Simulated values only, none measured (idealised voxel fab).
Proc. module: voxel self aligned contacts
In the cross-section labelled cut, the width is 180 nm and each square cell is 5 nm.
Think of the cross-section as a grid of square cells. We describe it in bands, top to bottom, and each band covers one or more rows of those cells. It is stipulated that each band's entry specify, in nanometres, the height of the top of the band and then that of its bottom, followed by the materials of the band in left-to-right sequence, each together with its width in nanometres. A single material marked by the word "everywhere" is understood to fill the band from edge to edge; the word "blank" is understood to denote empty space. Ref level 0: as-received wafer is one material below here. Bottom band extends down with no lower bound ("0 -> down"). Graded width ("30..40"): value in top row of band = first number; value in bottom row = second number; row-to-row change constant. "nothing changed" after a step means that no cell of the cross-section changed. You'll see "Trapped voids" listing empty spaces that have no way open to the top, as long as they're 8 cells or more; the notation is width x height at distance, where the distance is from the left edge, and all of it is in nm. On a step's line, text after the settings is the simulator commenting on that step. What "overlay nm" on a step's line means: if the step has a mask, that mask lay this far to the right of its planned place, or, when the value is negative, to the left.

## This section lists the process steps that were planned
1. RECEIVE,material Si
2. OXIDIZE,depth nm 5
3. DIRECTIONAL_DEP,material polySi,thk nm 25
4. DIRECTIONAL_DEP,material SiN,thk nm 15
5. PATTERN,tone cover,mask id GATE,material resist,width nm 30,pitch nm 60,thk nm 20,overlay nm 0
6. DIRECTIONAL_ETCH,etch materials SiN,depth nm 15
7. DIRECTIONAL_ETCH,etch materials polySi,depth nm 25
8. STRIP,etch materials resist
9. CONFORMAL_DEP,material SiN,thk nm 5
10. DIRECTIONAL_ETCH,etch materials SiN,depth nm 5
11. FILL_DEP,material SiO2,thk nm 15
12. CMP,height nm 50
13. MASKED_ETCH,tone open,mask id CONTACT,width nm 40,etch materials SiO2,depth nm 55,overlay nm 0
14. CONFORMAL_DEP,material TiN,thk nm 5
15. FILL_DEP,material W,thk nm 5
16. CMP,height nm 50
17. CONFORMAL_DEP,material SiCN,thk nm 5

## So this is the incoming wafer in cross-section - it's already been through step 1
	0 -> down | Si everywhere
	Trapped voids: none

## First of two wafers, end-of-module section, run followed plan
	55 -> 50 | SiCN everywhere
	50 -> 40 | SiO2 (70); TiN (5..15); W (30..10); TiN (5..15); SiO2 (70)
	40 -> 25 | SiO2 (40); SiN (40); TiN (5); W (10); TiN (5); SiN (40); SiO2 (40)
	25 -> 0 | SiO2 (40); SiN (5); polySi (30); SiN (5); TiN (5); W (10); TiN (5); SiN (5); polySi (30); SiN (5); SiO2 (40)
	0 -> -5 | SiO2 (80); TiN (20); SiO2 (80)
	-5 -> down | Si everywhere
	Trapped voids: none

## Cross-section of the latter of the two wafers at module completion. It had an identical start and an identical plan to the former; in running it, one mistake was made
	55 -> 50 | SiCN everywhere
	50 -> 40 | SiO2 (70); TiN (5..15); W (30..10); TiN (5..15); SiO2 (70)
	40 -> 25 | SiO2 (40); SiN (40); TiN (5); W (10); TiN (5); SiN (40); SiO2 (40)
	25 -> 0 | SiO2 (80); TiN (5); W (10); TiN (5); SiO2 (80)
	0 -> -5 | SiO2 (80); TiN (20); SiO2 (80)
	-5 -> down | Si everywhere
	Trapped voids: none
So what did we get wrong on this run? rather than as planned, step 3 actually ran as DIRECTIONAL_DEP,material SiO2,thk nm 25
End check, counted in cells, second wafer has more or fewer of these materials than the first: 20 fewer of SiN | 80 more of SiO2 | 60 fewer of polySi
